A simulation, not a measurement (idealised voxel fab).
Process module name: voxel self aligned vias
Pictured: cross-section cut, 145 nm wide, on a grid of 5 nm square cells.
In this document a cross-section is written as a grid of square cells. It is given as a series of bands, listed from the top down, and a band is one or more rows of cells. Heads up on the band format: heights come first, top then bottom, in nm. After that it's the materials left to right, each with its width in nm. A single material flagged "full width" fills the whole band edge to edge, and "air" means there's empty space there. Where do heights start? At 0: under that level the wafer as delivered is made of one material only. And the lowest band has no floor; it just carries on downward, as in "0 -> down". You'd read "30 to 40" like this: the band's top row of cells is as wide as the first number, its bottom row is as wide as the second, and going down, every row changes width by the same amount as the row before did. What does "no alteration" mean for a step? It means no cell of the cross-section changed in that step. Fully sealed cavities: empty space of 8 cells or more with no open way to the top, each as width x height at its distance from the left edge, in nm. after a step's settings: what the simulator itself notes on the step. overlay nm: how far to the right of its planned place the mask lay on this masked step (negative: to the left).
LIST OF PLANNED PROCESS STEPS
1: op RECEIVE | material Si
2: op CONFORMAL_DEP | material SiO2 | thk nm 15
3: op CONFORMAL_DEP | material SiCN | thk nm 5
4: op DIRECTIONAL_DEP | material SiO2 | thk nm 20
5: op PATTERN | tone open | mask id LINES | material resist | width nm 20 | pitch nm 50 | thk nm 20 | overlay nm 0
6: op DIRECTIONAL_ETCH | etch materials SiO2 | depth nm 20
7: op STRIP | etch materials resist
8: op CONFORMAL_DEP | material TiN | thk nm 5
9: op FILL_DEP | material Ru | thk nm 10
10: op CMP | height nm 40
11: op SELECTIVE_ETCH | etch materials W Ru TiN | depth nm 5
12: op FILL_DEP | material SiN | thk nm 5
13: op CMP | height nm 40
14: op DIRECTIONAL_DEP | material SiO2 | thk nm 15
15: op PATTERN | tone open | mask id VIAS | material resist | width nm 30 | pitch nm 50 | thk nm 20 | overlay nm 0
16: op DIRECTIONAL_ETCH | etch materials SiO2 | depth nm 15
17: op DIRECTIONAL_ETCH | etch materials SiN | depth nm 5
18: op STRIP | etch materials resist
19: op CONFORMAL_DEP | material TiN | thk nm 5
20: op FILL_DEP | material W | thk nm 10
21: op CMP | height nm 55
22: op CONFORMAL_DEP | material SiCN | thk nm 5
CROSS-SECTION: WAFER ON ARRIVAL = AFTER STEP 1
* 0 -> down | Si full width
* Fully sealed cavities: none
FIRST WAFER OF TWO, SECTIONED AT END OF MODULE; RUN WENT PER PLAN
* 60 -> 55 | SiCN full width
* 55 -> 45 | SiO2: 30  TiN: 5  W: 20  TiN: 5  SiO2: 20  TiN: 5  W: 20  TiN: 5  SiO2: 35
* 45 -> 40 | SiO2: 30  TiN: 10  W: 10  TiN: 10  SiO2: 20  TiN: 10  W: 10  TiN: 10  SiO2: 35
* 40 -> 35 | SiO2: 35  TiN: 20  SiO2: 30  TiN: 20  SiO2: 40
* 35 -> 25 | SiO2: 35  TiN: 5  Ru: 10  TiN: 5  SiO2: 30  TiN: 5  Ru: 10  TiN: 5  SiO2: 40
* 25 -> 20 | SiO2: 35  TiN: 20  SiO2: 30  TiN: 20  SiO2: 40
* 20 -> 15 | SiCN full width
* 15 -> 0 | SiO2 full width
* 0 -> down | Si full width
* Fully sealed cavities: none
SECOND OF TWO WAFERS, MODULE COMPLETE, SECTIONED: IT SHARES THE FIRST WAFER'S START AND PLAN BUT WAS RUN WITH ONE MISTAKE
* 60 -> 55 | SiCN full width
* 55 -> 50 | SiN: 30  TiN: 30  SiN: 20  TiN: 30  SiN: 35
* 50 -> 40 | SiN full width
* 40 -> 35 | SiO2: 35  SiN: 20  SiO2: 30  SiN: 20  SiO2: 40
* 35 -> 25 | SiO2: 35  TiN: 5  Ru: 10  TiN: 5  SiO2: 30  TiN: 5  Ru: 10  TiN: 5  SiO2: 40
* 25 -> 20 | SiO2: 35  TiN: 20  SiO2: 30  TiN: 20  SiO2: 40
* 20 -> 15 | SiCN full width
* 15 -> 0 | SiO2 full width
* 0 -> down | Si full width
* Fully sealed cavities: none
Deviation from plan: step 14 ran differently from the plan; actual operation with settings: op DIRECTIONAL_DEP | material SiN | thk nm 15
Counted in cells at the end, the second wafer holds more or fewer of these materials than the first: +83 SiN, -51 SiO2, -12 TiN, -20 W
